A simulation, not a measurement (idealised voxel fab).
Process module in this document: voxel air gaps
We display cut, a cross-section 155 nm in width whose square cells are each 5 nm.
Cross-sections here: square-cell grids, written as top-down lists of bands, a band being one or more rows of cells.
Heights first: top, then bottom, in nm. Then materials, left to right, each with a width in nm. "edge to edge" on a single material: fills the band edge to edge. "blank": empty space.
Height 0 is the level under which the wafer as received is all one material. The lowest band goes on downwards, as in "0 -> down".
A width given as "30 to 40" starts at the first number in the band's top row and ends at the second number in its bottom row, shifting by an equal amount at every step from row to row.
Given "remains unaltered" for a step, no cell of the cross-section differs between before and after that step.
What "Cavities, sealed" gives you is every empty space of 8 cells or more that is cut off from the top. Each appears as width x height at distance, with the distance taken from the left edge and width, height and distance all in nm.
On each step's line, the part that comes after the settings is the simulator's own comment on the step.
"overlay nm" on a masked step: distance the mask lay right of its planned place, negative for left.

The process steps that were planned are listed below:
1. RECEIVE (material Si)
2. CONFORMAL_DEP (material SiO2; thk nm 15)
3. CONFORMAL_DEP (material SiCN; thk nm 5)
4. DIRECTIONAL_DEP (material lowk; thk nm 40)
5. PATTERN (tone open; mask id LINES; material resist; width nm 15; pitch nm 40; thk nm 20; overlay nm 0)
6. DIRECTIONAL_ETCH (etch materials lowk; depth nm 40)
7. STRIP (etch materials resist)
8. CONFORMAL_DEP (material TiN; thk nm 5)
9. FILL_DEP (material W; thk nm 10)
10. CMP (height nm 60)
11. EPI (material Ru; thk nm 10)
12. SELECTIVE_ETCH (etch materials lowk; depth nm 50)
13. CONFORMAL_DEP (material SiCN; thk nm 5)

Cross-section of the wafer upon arrival, representing the state reached after step 1:
> 0 -> down  Si edge to edge
> Cavities, sealed: none

Cross-sectional result after module completion. Note: starting condition and plan are unchanged from above; one processing mistake was made:
> 75 -> 70  blank: 25 / SiCN: 125 / blank: 5
> 70 -> 60  blank: 25 / SiCN: 5 / Ru: 35 / SiCN: 5 / Ru: 35 / SiCN: 5 / Ru: 35 / SiCN: 5 / blank: 5
> 60 -> 55  blank: 25 / SiCN: 15 / TiN: 5 / W: 5 / TiN: 5 / SiCN: 25 / TiN: 5 / W: 5 / TiN: 5 / SiCN: 25 / TiN: 5 / W: 5 / TiN: 5 / SiCN: 15 / blank: 5
> 55 -> 25  blank: 35 / SiCN: 5 / TiN: 5 / W: 5 / TiN: 5 / SiCN: 5 / blank: 15 / SiCN: 5 / TiN: 5 / W: 5 / TiN: 5 / SiCN: 5 / blank: 15 / SiCN: 5 / TiN: 5 / W: 5 / TiN: 5 / SiCN: 5 / blank: 15
> 25 -> 20  SiCN: 40 / TiN: 15 / SiCN: 25 / TiN: 15 / SiCN: 25 / TiN: 15 / SiCN: 20
> 20 -> 15  SiCN edge to edge
> 15 -> 0  SiO2 edge to edge
> 0 -> down  Si edge to edge
> Cavities, sealed: 15 x 30 at 60; 15 x 30 at 100
Deviation from plan: step 5: run off-plan, actual operation and settings PATTERN (tone open; mask id LINES; material resist; width nm 15; pitch nm 40; thk nm 20; overlay nm 10)
